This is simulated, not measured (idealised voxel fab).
Module name: voxel self aligned vias (process module)
Displayed cross-section: cut, width of 245 nm, square cells sized 5 nm.
Each cross-section below is a grid of square cells, stated as bands in top-down order, with one or more rows of cells making up each band. For a band, the entry starts with two heights in nm, that of the top and then that of the bottom, and carries on with the band's materials in order from left to right, each alongside its width in nm; the word "everywhere" beside a single material means it fills the band edge to edge, and "blank" means empty space. Ref level 0: as-received wafer is one material below here. Bottom band extends down with no lower bound ("from 0 down"). Width spec "30->40" -> top row of cells at first value, bottom row at second value, equal per-row change in between. Any step labelled "no change occurred" changed none of the cells in the cross-section. "Closed voids list": sealed empty spaces, 8 cells or more, no open way to top, listed width x height at distance, with distance from the left edge and width, height and distance in nm. Past the settings on a step's line: simulator remark, on that step. Each step line may optionally specify "overlay nm", which for a step with a mask gives the rightward distance between the mask's planned place and where it lay, a negative value indicating the leftward direction.

### Planned process steps
- 1: RECEIVE: material Si
- 2: CONFORMAL_DEP: material SiO2, thk nm 10
- 3: CONFORMAL_DEP: material SiCN, thk nm 5
- 4: DIRECTIONAL_DEP: material lowk, thk nm 25
- 5: DIRECTIONAL_DEP: material aC, thk nm 15
- 6: PATTERN: tone open, mask id LINES, material resist, width nm 25, pitch nm 60, thk nm 35, overlay nm 0
- 7: DIRECTIONAL_ETCH: etch materials aC, depth nm 15
- 8: STRIP: etch materials resist
- 9: DIRECTIONAL_ETCH: etch materials lowk, depth nm 25
- 10: STRIP: etch materials aC
- 11: CONFORMAL_DEP: material TiN, thk nm 5
- 12: FILL_DEP: material W, thk nm 5
- 13: CMP: height nm 40
- 14: SELECTIVE_ETCH: etch materials W Ru TiN, depth nm 5
- 15: FILL_DEP: material SiN, thk nm 10
- 16: CMP: height nm 40
- 17: DIRECTIONAL_DEP: material lowk, thk nm 20
- 18: DIRECTIONAL_DEP: material aC, thk nm 10
- 19: PATTERN: tone open, mask id VIAS, material resist, width nm 25, pitch nm 60, thk nm 25, overlay nm 0
- 20: DIRECTIONAL_ETCH: etch materials aC, depth nm 10
- 21: STRIP: etch materials resist
- 22: DIRECTIONAL_ETCH: etch materials lowk, depth nm 20
- 23: DIRECTIONAL_ETCH: etch materials SiN, depth nm 5
- 24: STRIP: etch materials aC
- 25: CONFORMAL_DEP: material TiN, thk nm 5
- 26: FILL_DEP: material Ru, thk nm 10
- 27: CMP: height nm 60
- 28: CONFORMAL_DEP: material SiN, thk nm 5
It is noted that the wafers described herein are identical at the outset and are distinguished by the width nm of step 19; the value stated in the plan corresponds to the first wafer.

### Incoming state of the first of several wafers in cross-section: after step 1
    from 0 down | Si everywhere
    Closed voids list: none

### First of several wafers: cross-section at the end of the module, after step 28, its last step
    from 65 to 60 | SiN everywhere
    from 60 to 40 | lowk 80 nm, then TiN 5 nm, then Ru 15 nm, then TiN 5 nm, then lowk 35 nm, then TiN 5 nm, then Ru 15 nm, then TiN 5 nm, then lowk 80 nm
    from 40 to 35 | lowk 80 nm, then TiN 25 nm, then lowk 35 nm, then TiN 25 nm, then lowk 80 nm
    from 35 to 20 | lowk 80 nm, then TiN 5 nm, then W 15 nm, then TiN 5 nm, then lowk 35 nm, then TiN 5 nm, then W 15 nm, then TiN 5 nm, then lowk 80 nm
    from 20 to 15 | lowk 80 nm, then TiN 25 nm, then lowk 35 nm, then TiN 25 nm, then lowk 80 nm
    from 15 to 10 | SiCN everywhere
    from 10 to 0 | SiO2 everywhere
    from 0 down | Si everywhere
    Closed voids list: none

### X-section, last wafer, module end
    from 65 to 60 | SiN everywhere
    from 60 to 45 | lowk 70 nm, then TiN 5 nm, then Ru 35 nm, then TiN 5 nm, then lowk 15 nm, then TiN 5 nm, then Ru 35 nm, then TiN 5 nm, then lowk 70 nm
    from 45 to 40 | lowk 70 nm, then TiN 15 nm, then Ru 15 nm, then TiN 15 nm, then lowk 15 nm, then TiN 15 nm, then Ru 15 nm, then TiN 15 nm, then lowk 70 nm
    from 40 to 35 | lowk 80 nm, then TiN 25 nm, then lowk 35 nm, then TiN 25 nm, then lowk 80 nm
    from 35 to 20 | lowk 80 nm, then TiN 5 nm, then W 15 nm, then TiN 5 nm, then lowk 35 nm, then TiN 5 nm, then W 15 nm, then TiN 5 nm, then lowk 80 nm
    from 20 to 15 | lowk 80 nm, then TiN 25 nm, then lowk 35 nm, then TiN 25 nm, then lowk 80 nm
    from 15 to 10 | SiCN everywhere
    from 10 to 0 | SiO2 everywhere
    from 0 down | Si everywhere
    Closed voids list: none

### The table below has one row for each wafer; a row shows, as of the end of the module, how many cells of each material the wafer has gained, marked (+), or lost, marked (-), since it was received, and then the wafer's closed voids
width nm 25; +24 Ru; +49 SiCN; +49 SiN; +98 SiO2; +48 TiN; +18 W; +351 lowk; Closed voids list: none
width nm 30; +30 Ru; +49 SiCN; +49 SiN; +98 SiO2; +50 TiN; +18 W; +343 lowk; Closed voids list: none
width nm 35; +36 Ru; +49 SiCN; +49 SiN; +98 SiO2; +52 TiN; +18 W; +335 lowk; Closed voids list: none
width nm 40; +42 Ru; +49 SiCN; +49 SiN; +98 SiO2; +54 TiN; +18 W; +327 lowk; Closed voids list: none
width nm 45; +48 Ru; +49 SiCN; +49 SiN; +98 SiO2; +56 TiN; +18 W; +319 lowk; Closed voids list: none
